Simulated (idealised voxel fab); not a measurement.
voxel gate over fins: a process module
Cross-section cut spans 195 nm and uses square cells 5 nm in size.
For the purposes of this document, a cross-section shall be understood as a grid of square cells, specified as bands listed in top-to-bottom order, each band consisting of one or more rows of cells.
First you get the band's top height and its bottom height, in nm, and then the materials it's made of, left to right, with each width in nm. If you see a single material with "edge to edge", that one covers the band edge to edge. "empty" is empty space.
All heights in this document are referenced to 0, defined as the level beneath which the wafer, as received, consists entirely of one material. The lowest band is not bounded below; it extends indefinitely downward and is written in the form "top 0, no bottom".
Note: "30->40" means the width goes from the first number (top row of the band) to the second number (bottom row) in equal steps per row of cells.
For the purposes of this document, the phrase "identical to before" attached to a step denotes that no cell within the cross-section was modified by that step.
So "Closed-off voids" is basically the list of trapped voids: any empty space of 8 cells or more that can't reach the top through an opening. They're written width x height at distance, the distance being from the left edge, and it's all nm.
On a step's line, text after the settings is the simulator commenting on that step.
A step line may carry the setting "overlay nm", which, for steps involving a mask, states the distance by which the mask lay to the right of its intended position; negative values denote displacement to the left.

**Intended process steps**
1) RECEIVE,material Si
2) CONFORMAL_DEP,material SiN,thk nm 5
3) PATTERN,tone cover,mask id FINS,material resist,width nm 15,pitch nm 40,thk nm 15,overlay nm 0
4) DIRECTIONAL_ETCH,etch materials SiN,depth nm 5
5) DIRECTIONAL_ETCH,etch materials Si,depth nm 40
6) STRIP,etch materials resist
7) FILL_DEP,material SiO2,thk nm 10
8) CMP,height nm 5
9) SELECTIVE_ETCH,etch materials SiO2,depth nm 20
10) STRIP,etch materials SiN
11) CONFORMAL_DEP,material HfO2,thk nm 5
12) CONFORMAL_DEP,material TiN,thk nm 5
13) CONFORMAL_DEP,material TiAl,thk nm 5
14) CONFORMAL_DEP,material TiN,thk nm 5
15) FILL_DEP,material W,thk nm 15
16) CMP,height nm 30
17) CONFORMAL_DEP,material SiN,thk nm 5

**Cross-section: wafer on arrival = after step 1**
top 0, no bottom  Si edge to edge
Closed-off voids: none

**Module complete - cross-section of the first of two wafers, run according to plan**
top 35, bottom 30  SiN edge to edge
top 30, bottom 20  W edge to edge
top 20, bottom 15  30 of W / 135 of TiN / 30 of W
top 15, bottom 10  30 of W / 5 of TiN / 125 of TiAl / 5 of TiN / 30 of W
top 10, bottom 5  30 of W / 5 of TiN / 5 of TiAl / 35 of TiN / 5 of TiAl / 35 of TiN / 5 of TiAl / 35 of TiN / 5 of TiAl / 5 of TiN / 30 of W
top 5, bottom 0  35 of TiN / 5 of TiAl / 5 of TiN / 25 of HfO2 / 5 of TiN / 5 of TiAl / 5 of TiN / 25 of HfO2 / 5 of TiN / 5 of TiAl / 5 of TiN / 25 of HfO2 / 5 of TiN / 5 of TiAl / 35 of TiN
top 0, bottom -5  40 of TiAl / 5 of TiN / 5 of HfO2 / 15 of Si / 5 of HfO2 / 5 of TiN / 5 of TiAl / 5 of TiN / 5 of HfO2 / 15 of Si / 5 of HfO2 / 5 of TiN / 5 of TiAl / 5 of TiN / 5 of HfO2 / 15 of Si / 5 of HfO2 / 5 of TiN / 40 of TiAl
top -5, bottom -10  45 of TiN / 5 of HfO2 / 15 of Si / 5 of HfO2 / 15 of TiN / 5 of HfO2 / 15 of Si / 5 of HfO2 / 15 of TiN / 5 of HfO2 / 15 of Si / 5 of HfO2 / 45 of TiN
top -10, bottom -15  50 of HfO2 / 15 of Si / 25 of HfO2 / 15 of Si / 25 of HfO2 / 15 of Si / 50 of HfO2
top -15, bottom -40  50 of SiO2 / 15 of Si / 25 of SiO2 / 15 of Si / 25 of SiO2 / 15 of Si / 50 of SiO2
top -40, no bottom  Si edge to edge
Closed-off voids: none

**Module end: cross-section of wafer two of two. Same start and process plan as the first wafer. One mistake during execution**
top 35, bottom 30  SiN edge to edge
top 30, bottom 20  W edge to edge
top 20, bottom 15  30 of W / 135 of TiN / 30 of W
top 15, bottom 10  30 of W / 5 of TiN / 125 of TiAl / 5 of TiN / 30 of W
top 10, bottom 5  30 of W / 5 of TiN / 5 of TiAl / 35 of TiN / 5 of TiAl / 35 of TiN / 5 of TiAl / 35 of TiN / 5 of TiAl / 5 of TiN / 30 of W
top 5, bottom 0  30 of W / 5 of TiN / 5 of TiAl / 5 of TiN / 25 of HfO2 / 5 of TiN / 5 of TiAl / 5 of TiN / 25 of HfO2 / 5 of TiN / 5 of TiAl / 5 of TiN / 25 of HfO2 / 5 of TiN / 5 of TiAl / 5 of TiN / 30 of W
top 0, bottom -15  30 of W / 5 of TiN / 5 of TiAl / 5 of TiN / 5 of HfO2 / 15 of Si / 5 of HfO2 / 5 of TiN / 5 of TiAl / 5 of TiN / 5 of HfO2 / 15 of Si / 5 of HfO2 / 5 of TiN / 5 of TiAl / 5 of TiN / 5 of HfO2 / 15 of Si / 5 of HfO2 / 5 of TiN / 5 of TiAl / 5 of TiN / 30 of W
top -15, bottom -20  35 of TiN / 5 of TiAl / 5 of TiN / 5 of HfO2 / 15 of Si / 5 of HfO2 / 5 of TiN / 5 of TiAl / 5 of TiN / 5 of HfO2 / 15 of Si / 5 of HfO2 / 5 of TiN / 5 of TiAl / 5 of TiN / 5 of HfO2 / 15 of Si / 5 of HfO2 / 5 of TiN / 5 of TiAl / 35 of TiN
top -20, bottom -25  40 of TiAl / 5 of TiN / 5 of HfO2 / 15 of Si / 5 of HfO2 / 5 of TiN / 5 of TiAl / 5 of TiN / 5 of HfO2 / 15 of Si / 5 of HfO2 / 5 of TiN / 5 of TiAl / 5 of TiN / 5 of HfO2 / 15 of Si / 5 of HfO2 / 5 of TiN / 40 of TiAl
top -25, bottom -30  45 of TiN / 5 of HfO2 / 15 of Si / 5 of HfO2 / 15 of TiN / 5 of HfO2 / 15 of Si / 5 of HfO2 / 15 of TiN / 5 of HfO2 / 15 of Si / 5 of HfO2 / 45 of TiN
top -30, bottom -35  50 of HfO2 / 15 of Si / 25 of HfO2 / 15 of Si / 25 of HfO2 / 15 of Si / 50 of HfO2
top -35, bottom -40  50 of SiO2 / 15 of Si / 25 of SiO2 / 15 of Si / 25 of SiO2 / 15 of Si / 50 of SiO2
top -40, no bottom  Si edge to edge
Closed-off voids: none
Which mistake was made when the wafer was run? yeah, plan step 9 got run twice
End check, counted in cells, second wafer has more or fewer of these materials than the first: HfO2: 24 more; SiO2: 120 fewer; TiAl: 16 more; TiN: 32 more; W: 48 more
